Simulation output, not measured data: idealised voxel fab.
Process module heading - voxel wiring stack
Xsec cut, 180 nm wide, square cell size 5 nm.
Cross-section spec: square-cell grid; bands listed top down; each band is one or more rows.
What a band's entry tells you: where the top is and where the bottom is, as heights in nm, and after that what lies inside, material by material from left to right, each with its width in nm. Empty space is written as the word "empty", and a single material marked with the word "edge to edge" occupies the band from edge to edge.
Heights from 0 (as-received wafer is one material below). Bottom band endless downward, as "0 and below".
Width "30 to 40": first value at the band's top row of cells, second value at its bottom row, equal change from row to row.
"all unchanged", as given for a step, is the statement that not any cell of the cross-section underwent a change during that step.
Closed-off voids: empty space of 8 cells or more with no open way to the top, each as width x height at its distance from the left edge, in nm
after a step's settings: what the simulator itself notes on the step
overlay nm: how far to the right of its planned place the mask lay on this masked step (negative: to the left).
plan
1: RECEIVE: material Si
2: CONFORMAL_DEP: material SiO2, thk nm 10
3: DIRECTIONAL_DEP: material TiN, thk nm 5
4: DIRECTIONAL_DEP: material Ru, thk nm 15
5: MASKED_ETCH: tone cover, mask id METAL_1, width nm 30, pitch nm 50, etch materials Ru, depth nm 15, overlay nm 0
6: MASKED_ETCH: tone cover, mask id METAL_1, width nm 30, pitch nm 50, etch materials TiN, depth nm 5, overlay nm 0
7: CONFORMAL_DEP: material SiCN, thk nm 5
8: FILL_DEP: material SiO2, thk nm 10
9: CMP: height nm 30
10: CONFORMAL_DEP: material SiCN, thk nm 5
11: DIRECTIONAL_DEP: material SiO2, thk nm 30
12: MASKED_ETCH: tone open, mask id METAL_2_HOLES, width nm 15, pitch nm 50, etch materials SiO2, depth nm 30, overlay nm 0
13: PATTERN: tone open, mask id METAL_2, material resist, width nm 30, pitch nm 50, thk nm 20, overlay nm 0
14: DIRECTIONAL_ETCH: etch materials SiO2, depth nm 20
15: DIRECTIONAL_ETCH: etch materials SiCN, depth nm 5
16: STRIP: etch materials resist
17: CONFORMAL_DEP: material TiN, thk nm 5
18: FILL_DEP: material Ru, thk nm 5
19: CMP: height nm 65
20: CONFORMAL_DEP: material SiCN, thk nm 5
21: DIRECTIONAL_DEP: material SiO2, thk nm 25
22: PATTERN: tone open, mask id METAL_3, material resist, width nm 30, pitch nm 50, thk nm 20, overlay nm 0
23: DIRECTIONAL_ETCH: etch materials SiO2, depth nm 15
24: STRIP: etch materials resist
25: MASKED_ETCH: tone open, mask id METAL_3_HOLES, width nm 15, etch materials SiO2, depth nm 10, overlay nm 0
26: MASKED_ETCH: tone open, mask id METAL_3_HOLES, width nm 15, etch materials SiCN, depth nm 5, overlay nm 0
27: CONFORMAL_DEP: material TiN, thk nm 5
28: FILL_DEP: material Ru, thk nm 10
29: CMP: height nm 95
30: CONFORMAL_DEP: material SiCN, thk nm 5
31: DIRECTIONAL_DEP: material lowk, thk nm 35
32: MASKED_ETCH: tone open, mask id METAL_4, width nm 30, pitch nm 50, etch materials lowk, depth nm 20, overlay nm 0
33: MASKED_ETCH: tone open, mask id METAL_4_HOLES, width nm 15, pitch nm 50, etch materials lowk, depth nm 15, overlay nm 0
34: MASKED_ETCH: tone open, mask id METAL_4_HOLES, width nm 15, pitch nm 50, etch materials SiCN, depth nm 5, overlay nm 0
35: CONFORMAL_DEP: material TiN, thk nm 5
36: FILL_DEP: material Ru, thk nm 5
37: CMP: height nm 135
38: CONFORMAL_DEP: material SiCN, thk nm 5
Cross-section of the wafer upon arrival, representing the state reached after step 1
> 0 and below | Si edge to edge
> Closed-off voids: none
Below is the wafer in cross-section after the module was completed. It began from the starting point shown above and followed the plan shown above, except that one mistake was made while running it
> 140 down to 135 | Ru edge to edge
> 135 down to 120 | lowk 50, then TiN 5, then Ru 20, then TiN 5, then lowk 20, then TiN 5, then Ru 20, then TiN 5, then lowk 50
> 120 down to 115 | lowk 50, then TiN 5, then Ru 5, then TiN 20, then lowk 20, then TiN 5, then Ru 5, then TiN 20, then lowk 50
> 115 down to 100 | lowk 50, then TiN 5, then Ru 5, then TiN 5, then lowk 35, then TiN 5, then Ru 5, then TiN 5, then lowk 65
> 100 down to 95 | SiCN 50, then TiN 15, then SiCN 35, then TiN 15, then SiCN 65
> 95 down to 85 | SiO2 50, then TiN 5, then Ru 20, then TiN 5, then SiO2 20, then TiN 5, then Ru 20, then TiN 5, then SiO2 50
> 85 down to 80 | SiO2 50, then TiN 5, then Ru 5, then TiN 20, then SiO2 20, then TiN 30, then SiO2 50
> 80 down to 70 | SiO2 50, then TiN 5, then Ru 5, then TiN 5, then SiO2 115
> 70 down to 65 | SiCN 50, then TiN 15, then SiCN 115
> 65 down to 50 | SiO2 50, then TiN 5, then Ru 20, then TiN 5, then SiO2 20, then TiN 5, then Ru 20, then TiN 5, then SiO2 50
> 50 down to 45 | SiO2 50, then TiN 5, then Ru 5, then TiN 20, then SiO2 20, then TiN 5, then Ru 5, then TiN 20, then SiO2 50
> 45 down to 35 | SiO2 50, then TiN 5, then Ru 5, then TiN 5, then SiO2 35, then TiN 5, then Ru 5, then TiN 5, then SiO2 65
> 35 down to 30 | SiCN 50, then TiN 15, then SiCN 35, then TiN 15, then SiCN 65
> 30 down to 15 | SiO2 45, then SiCN 5, then Ru 30, then SiCN 5, then SiO2 10, then SiCN 5, then Ru 30, then SiCN 5, then SiO2 45
> 15 down to 10 | SiCN 50, then TiN 30, then SiCN 20, then TiN 30, then SiCN 50
> 10 down to 0 | SiO2 edge to edge
> 0 and below | Si edge to edge
> Closed-off voids: none
The mistake made against the process plan was this: step 38 deviated from plan and actually ran as CONFORMAL_DEP: material Ru, thk nm 5
